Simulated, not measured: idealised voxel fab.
process module | voxel self aligned contacts
Section shown: cut. Width: 160 nm. Cell size: 5 nm, square.
A cross-section is a grid of square cells, given in bands from the top down. A band is one or more rows of cells. A band entry consists of two parts. The first gives the height of the band's top and the height of its bottom, in nm. The rest lists the band's materials from left to right, each with its width in nm. A single material labelled with the word "full width" fills the band from edge to edge, and the word "empty" marks empty space. Height 0 is the level under which the wafer as received is all one material. The lowest band goes on downwards, as in "0 -> down". With a width like "30->40", each row of cells in the band differs from the next by the same amount, the top row carrying the first number and the bottom row the second. "remains unaltered" after a step means that no cell of the cross-section changed. Closed-off voids of 8+ cells (no open route to the top) go in "Catalogued sealed voids", written width x height at distance from the left edge, in nm. after a step's settings: what the simulator itself notes on the step. When a step includes a mask, the "overlay nm" setting on its line states how far to the right of its planned place that mask lay, and negative values state how far to the left.
[Listed below are the process steps as planned]
1,RECEIVE, material Si
2,OXIDIZE, depth nm 5
3,DIRECTIONAL_DEP, material polySi, thk nm 30
4,DIRECTIONAL_DEP, material SiN, thk nm 25
5,DIRECTIONAL_DEP, material aC, thk nm 15
6,PATTERN, tone cover, mask id GATE, material resist, width nm 25, pitch nm 65, thk nm 35, overlay nm -15
7,DIRECTIONAL_ETCH, etch materials aC, depth nm 15
8,STRIP, etch materials resist
9,DIRECTIONAL_ETCH, etch materials SiN, depth nm 25
10,DIRECTIONAL_ETCH, etch materials polySi, depth nm 30
11,STRIP, etch materials aC
12,CONFORMAL_DEP, material SiN, thk nm 10
13,DIRECTIONAL_ETCH, etch materials SiN, depth nm 10
14,FILL_DEP, material SiO2, thk nm 20
15,CMP, height nm 65
16,MASKED_ETCH, tone open, mask id CONTACT, width nm 50, etch materials SiO2, depth nm 70, overlay nm 0
17,CONFORMAL_DEP, material TiN, thk nm 5
18,FILL_DEP, material Ru, thk nm 5
19,CMP, height nm 65
20,CONFORMAL_DEP, material SiN, thk nm 5
What sets these wafers apart? The overlay nm at step 6. They all start alike, and the plan carries the first wafer's value.
[This is how the first of several wafers looked in cross-section when it arrived, which is after step 1]
> 0 -> down = Si full width
> Catalogued sealed voids: none
[Depicted here is the first of several wafers in cross-section, at module completion following the last step, step 20]
> 70 -> 65 = SiN full width
> 65 -> 55 = 55 SiO2  5 TiN  40->10 Ru  5->35 TiN  55 SiO2
> 55 -> 30 = 10 SiO2  45 SiN  5 TiN  10 Ru  5 TiN  45 SiN  40 SiO2
> 30 -> 0 = 10 SiO2  10 SiN  25 polySi  10 SiN  5 TiN  10 Ru  5 TiN  10 SiN  25 polySi  10 SiN  40 SiO2
> 0 -> -5 = 55 SiO2  20 TiN  85 SiO2
> -5 -> down = Si full width
> Catalogued sealed voids: none
[last wafer at the end]
> 70 -> 65 = SiN full width
> 65 -> 55 = 55 SiO2  5->35 TiN  40->10 Ru  5 TiN  55 SiO2
> 55 -> 30 = 40 SiO2  45 SiN  5 TiN  10 Ru  5 TiN  45 SiN  10 SiO2
> 30 -> 0 = 40 SiO2  10 SiN  25 polySi  10 SiN  5 TiN  10 Ru  5 TiN  10 SiN  25 polySi  10 SiN  10 SiO2
> 0 -> -5 = 85 SiO2  20 TiN  55 SiO2
> -5 -> down = Si full width
> Catalogued sealed voids: none
[The rows of the table below are wafers. Looking at the end of the module, a row counts, for every material, the cells the wafer has gained, shown as (+), or lost, shown as (-), since it was received; its closed voids come next]
overlay nm -15 | +32 Ru | -32 Si | +170 SiN | +182 SiO2 | +36 TiN | +60 polySi | Catalogued sealed voids: none
overlay nm -10 | +32 Ru | -32 Si | +170 SiN | +182 SiO2 | +36 TiN | +60 polySi | Catalogued sealed voids: none
overlay nm -5 | +32 Ru | -32 Si | +170 SiN | +182 SiO2 | +36 TiN | +60 polySi | Catalogued sealed voids: none
overlay nm 0 | +32 Ru | -32 Si | +170 SiN | +182 SiO2 | +36 TiN | +60 polySi | Catalogued sealed voids: none
overlay nm 5 | +32 Ru | -32 Si | +170 SiN | +182 SiO2 | +36 TiN | +60 polySi | Catalogued sealed voids: none
overlay nm 10 | +32 Ru | -32 Si | +170 SiN | +182 SiO2 | +36 TiN | +60 polySi | Catalogued sealed voids: none
overlay nm 15 | +32 Ru | -32 Si | +170 SiN | +182 SiO2 | +36 TiN | +60 polySi | Catalogued sealed voids: none
